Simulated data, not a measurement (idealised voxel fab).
The process module that follows is named voxel trench capacitor.
Displayed cross-section: cut, width of 265 nm, square cells sized 5 nm.
For the purposes of this document, a cross-section shall be understood as a grid of square cells, specified as bands listed in top-to-bottom order, each band consisting of one or more rows of cells. Top height, bottom height, nm. Materials left to right, width each, nm. Single material + "everywhere" = fills band edge to edge. "empty" = empty. Heights are measured from 0, the level below which the as-received wafer is all one material; the lowest band has no bottom and continues downward, written as in "0 down". The expression "30..40" gives the width at the extremes of the band, the first number at its top row of cells and the second at its bottom row, with the width changing by equal amounts from each row to the next in between. Reading "no modification" for a step: not a cell of the cross-section changed in it. This entry, "Unvented internal voids", enumerates those empty regions of no fewer than 8 cells that possess no open connection to the top. Each region is reported in the form width x height at distance, the distance being taken from the left edge, with all three quantities expressed in nm. That trailing text on a step's line, after the settings, is the simulator's own remark on the step. The "overlay nm" setting may appear on a step's line; for a step that uses a mask, it gives how far to the right of its planned position the mask lay, and a negative value indicates the left.
Process steps foreseen in the plan
1,RECEIVE,material Si
2,CONFORMAL_DEP,material SiN,thk nm 5
3,DIRECTIONAL_DEP,material aC,thk nm 10
4,PATTERN,tone open,mask id TRENCH,material resist,width nm 30,pitch nm 60,thk nm 30,overlay nm 0
5,DIRECTIONAL_ETCH,etch materials aC,depth nm 10
6,STRIP,etch materials resist
7,DIRECTIONAL_ETCH,etch materials SiN,depth nm 5
8,DIRECTIONAL_ETCH,etch materials Si,depth nm 40
9,STRIP,etch materials aC
10,CONFORMAL_DEP,material HfO2,thk nm 5
11,CONFORMAL_DEP,material TiN,thk nm 5
12,FILL_DEP,material W,thk nm 5
13,CMP,height nm 5
Wafer as received: cross-section following step 1
0 down  Si everywhere
Unvented internal voids: none
First of two wafers: cross-section at end of module, run per plan
5 to 0  SiN=85, then HfO2=5, then TiN=5, then W=10, then TiN=5, then HfO2=5, then SiN=30, then HfO2=5, then TiN=5, then W=10, then TiN=5, then HfO2=5, then SiN=90
0 to -30  Si=85, then HfO2=5, then TiN=5, then W=10, then TiN=5, then HfO2=5, then Si=30, then HfO2=5, then TiN=5, then W=10, then TiN=5, then HfO2=5, then Si=90
-30 to -35  Si=85, then HfO2=5, then TiN=20, then HfO2=5, then Si=30, then HfO2=5, then TiN=20, then HfO2=5, then Si=90
-35 to -40  Si=85, then HfO2=30, then Si=30, then HfO2=30, then Si=90
-40 down  Si everywhere
Unvented internal voids: none
Cross-sectional view of the second of two wafers upon completion of the module. This wafer shared its starting condition and process plan with the first; one error was made during its execution
5 to 0  SiN=85, then HfO2=5, then TiN=5, then W=10, then TiN=5, then HfO2=5, then SiN=30, then HfO2=5, then TiN=5, then W=10, then TiN=5, then HfO2=5, then SiN=90
0 to -40  Si=85, then HfO2=5, then TiN=5, then W=10, then TiN=5, then HfO2=5, then Si=30, then HfO2=5, then TiN=5, then W=10, then TiN=5, then HfO2=5, then Si=90
-40 to -45  Si=85, then HfO2=5, then TiN=20, then HfO2=5, then Si=30, then HfO2=5, then TiN=20, then HfO2=5, then Si=90
-45 to -50  Si=85, then HfO2=30, then Si=30, then HfO2=30, then Si=90
-50 down  Si everywhere
Unvented internal voids: none
In executing the process, a mistake was made relative to the plan: step 8 off recipe, ran as DIRECTIONAL_ETCH,etch materials Si,depth nm 50
Count the cells at the end and the second wafer has more or fewer of some materials than the first: HfO2: 8 more, Si: 24 fewer, TiN: 8 more, W: 8 more
